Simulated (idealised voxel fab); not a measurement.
process module | voxel wiring stack
cross-section cut | 240 nm wide | cells 5 nm
A cross-section is a grid of square cells, given in bands from the top down. A band is one or more rows of cells.
Each band's line starts with the height of the band's top and of its bottom, in nm. Then come its materials from left to right, each with its width in nm. One material with "throughout" fills the band from edge to edge. "air" is empty space.
Height 0 is the level under which the wafer as received is all one material. The lowest band goes on downwards, as in "0 down".
A width such as "30 to 40" changes by the same amount from each row of cells to the next, from the band's top row to its bottom row.
"no change" after a step means that no cell of the cross-section changed.
closed voids: empty space of 8 cells or more with no open way to the top, each as width x height at its distance from the left edge, in nm
after a step's settings: what the simulator itself notes on the step
overlay nm, on a step with a mask: how far to the right of its planned place the mask lay; to the left if negative
plan
1 op RECEIVE | material Si
2 op CONFORMAL_DEP | material SiO2 | thk nm 15
3 op CONFORMAL_DEP | material SiN | thk nm 5
4 op DIRECTIONAL_DEP | material SiO2 | thk nm 20
5 op MASKED_ETCH | tone open | mask id METAL_1 | width nm 30 | pitch nm 50 | etch materials SiO2 | depth nm 20 | overlay nm 0
6 op MASKED_ETCH | tone open | mask id METAL_1 | width nm 30 | pitch nm 50 | etch materials SiN | depth nm 5 | overlay nm 0
7 op CONFORMAL_DEP | material TiN | thk nm 5
8 op FILL_DEP | material Cu | thk nm 5
9 op CMP | height nm 40
10 op CONFORMAL_DEP | material SiCN | thk nm 5
11 op DIRECTIONAL_DEP | material SiO2 | thk nm 15
12 op PATTERN | tone open | mask id PLUG_1 | material resist | width nm 15 | pitch nm 50 | thk nm 15 | overlay nm 0
13 op DIRECTIONAL_ETCH | etch materials SiO2 | depth nm 15
14 op DIRECTIONAL_ETCH | etch materials SiCN | depth nm 5
15 op STRIP | etch materials resist
16 op CONFORMAL_DEP | material TiN | thk nm 5
17 op FILL_DEP | material Ru | thk nm 5
18 op CMP | height nm 60
19 op DIRECTIONAL_DEP | material TiN | thk nm 5
20 op DIRECTIONAL_DEP | material Ru | thk nm 20
21 op DIRECTIONAL_DEP | material aC | thk nm 10
22 op PATTERN | tone cover | mask id METAL_2 | material resist | width nm 30 | pitch nm 50 | thk nm 25 | overlay nm 0
23 op DIRECTIONAL_ETCH | etch materials aC | depth nm 10
24 op STRIP | etch materials resist
25 op DIRECTIONAL_ETCH | etch materials Ru | depth nm 20
26 op DIRECTIONAL_ETCH | etch materials TiN | depth nm 5
27 op STRIP | etch materials aC
28 op CONFORMAL_DEP | material SiCN | thk nm 5
29 op FILL_DEP | material lowk | thk nm 5
30 op CMP | height nm 85
31 op CONFORMAL_DEP | material SiCN | thk nm 5
32 op DIRECTIONAL_DEP | material SiO2 | thk nm 30
33 op PATTERN | tone open | mask id METAL_3_HOLES | material resist | width nm 15 | pitch nm 100 | thk nm 15 | overlay nm 0
34 op DIRECTIONAL_ETCH | etch materials SiO2 | depth nm 30
35 op STRIP | etch materials resist
36 op PATTERN | tone open | mask id METAL_3 | material resist | width nm 30 | pitch nm 50 | thk nm 20 | overlay nm 0
37 op DIRECTIONAL_ETCH | etch materials SiO2 | depth nm 20
38 op DIRECTIONAL_ETCH | etch materials SiCN | depth nm 5
39 op STRIP | etch materials resist
40 op CONFORMAL_DEP | material TiN | thk nm 5
41 op FILL_DEP | material Cu | thk nm 10
42 op CMP | height nm 120
43 op CONFORMAL_DEP | material SiCN | thk nm 5
as received, after step 1
  0 down: Si throughout
  closed voids: none
first wafer at the end, as planned
  125 to 120: SiCN throughout
  120 to 105: SiO2 30 | TiN 5 | Cu 20 | TiN 5 | SiO2 20 | TiN 5 | Cu 20 | TiN 5 | SiO2 20 | TiN 5 | Cu 20 | TiN 5 | SiO2 20 | TiN 5 | Cu 20 | TiN 5 | SiO2 30
  105 to 100: SiO2 30 | TiN 5 | Cu 5 | TiN 20 | SiO2 20 | TiN 30 | SiO2 20 | TiN 5 | Cu 5 | TiN 20 | SiO2 20 | TiN 30 | SiO2 30
  100 to 90: SiO2 30 | TiN 5 | Cu 5 | TiN 5 | SiO2 85 | TiN 5 | Cu 5 | TiN 5 | SiO2 95
  90 to 85: SiCN 30 | TiN 15 | SiCN 85 | TiN 15 | SiCN 95
  85 to 65: lowk 25 | SiCN 5 | Ru 30 | SiCN 5 | lowk 10 | SiCN 5 | Ru 30 | SiCN 5 | lowk 10 | SiCN 5 | Ru 30 | SiCN 5 | lowk 10 | SiCN 5 | Ru 30 | SiCN 5 | lowk 25
  65 to 60: SiCN 30 | TiN 30 | SiCN 20 | TiN 30 | SiCN 20 | TiN 30 | SiCN 20 | TiN 30 | SiCN 30
  60 to 45: SiO2 30 | TiN 5 | Ru 5 | TiN 5 | SiO2 35 | TiN 5 | Ru 5 | TiN 5 | SiO2 35 | TiN 5 | Ru 5 | TiN 5 | SiO2 35 | TiN 5 | Ru 5 | TiN 5 | SiO2 45
  45 to 40: SiCN 30 | TiN 15 | SiCN 35 | TiN 15 | SiCN 35 | TiN 15 | SiCN 35 | TiN 15 | SiCN 45
  40 to 20: SiO2 30 | TiN 5 | Cu 20 | TiN 5 | SiO2 20 | TiN 5 | Cu 20 | TiN 5 | SiO2 20 | TiN 5 | Cu 20 | TiN 5 | SiO2 20 | TiN 5 | Cu 20 | TiN 5 | SiO2 30
  20 to 15: SiN 30 | TiN 30 | SiN 20 | TiN 30 | SiN 20 | TiN 30 | SiN 20 | TiN 30 | SiN 30
  15 to 0: SiO2 throughout
  0 down: Si throughout
  closed voids: none
second wafer at the end: like start, like plan, one mistake
  125 to 120: SiCN throughout
  120 to 105: SiO2 30 | TiN 5 | Cu 20 | TiN 5 | SiO2 20 | TiN 5 | Cu 20 | TiN 5 | SiO2 20 | TiN 5 | Cu 20 | TiN 5 | SiO2 20 | TiN 5 | Cu 20 | TiN 5 | SiO2 30
  105 to 100: SiO2 30 | TiN 5 | Cu 5 | TiN 20 | SiO2 20 | TiN 30 | SiO2 20 | TiN 5 | Cu 5 | TiN 20 | SiO2 20 | TiN 30 | SiO2 30
  100 to 90: SiO2 30 | TiN 5 | Cu 5 | TiN 5 | SiO2 85 | TiN 5 | Cu 5 | TiN 5 | SiO2 95
  90 to 85: SiCN 30 | TiN 15 | SiCN 85 | TiN 15 | SiCN 95
  85 to 65: lowk 25 | SiCN 5 | Ru 30 | SiCN 5 | lowk 10 | SiCN 5 | Ru 30 | SiCN 5 | lowk 10 | SiCN 5 | Ru 30 | SiCN 5 | lowk 10 | SiCN 5 | Ru 30 | SiCN 5 | lowk 25
  65 to 60: SiCN 30 | TiN 30 | SiCN 20 | TiN 30 | SiCN 20 | TiN 30 | SiCN 20 | TiN 30 | SiCN 30
  60 to 45: SiO2 30 | TiN 5 | Ru 5 | TiN 5 | SiO2 35 | TiN 5 | Ru 5 | TiN 5 | SiO2 35 | TiN 5 | Ru 5 | TiN 5 | SiO2 35 | TiN 5 | Ru 5 | TiN 5 | SiO2 45
  45 to 40: SiCN 30 | TiN 15 | SiCN 35 | TiN 15 | SiCN 35 | TiN 15 | SiCN 35 | TiN 15 | SiCN 45
  40 to 25: SiO2 30 | TiN 5 | Cu 25 | TiN 5 | SiO2 15 | TiN 5 | Cu 25 | TiN 5 | SiO2 15 | TiN 5 | Cu 25 | TiN 5 | SiO2 15 | TiN 5 | Cu 25 | TiN 5 | SiO2 25
  25 to 20: SiO2 30 | TiN 5 | Cu 20 | TiN 10 | SiO2 15 | TiN 5 | Cu 20 | TiN 10 | SiO2 15 | TiN 5 | Cu 20 | TiN 10 | SiO2 15 | TiN 5 | Cu 20 | TiN 10 | SiO2 25
  20 to 15: SiN 30 | TiN 30 | SiN 20 | TiN 30 | SiN 20 | TiN 30 | SiN 20 | TiN 30 | SiN 30
  15 to 0: SiO2 throughout
  0 down: Si throughout
  closed voids: none
what went wrong: step 5 ran as: op MASKED_ETCH | tone open | mask id METAL_1 | width nm 35 | pitch nm 50 | etch materials SiO2 | depth nm 20 | overlay nm 0
at the end the second wafer has, in cells: 12 more of Cu | 16 fewer of SiO2 | 4 more of TiN
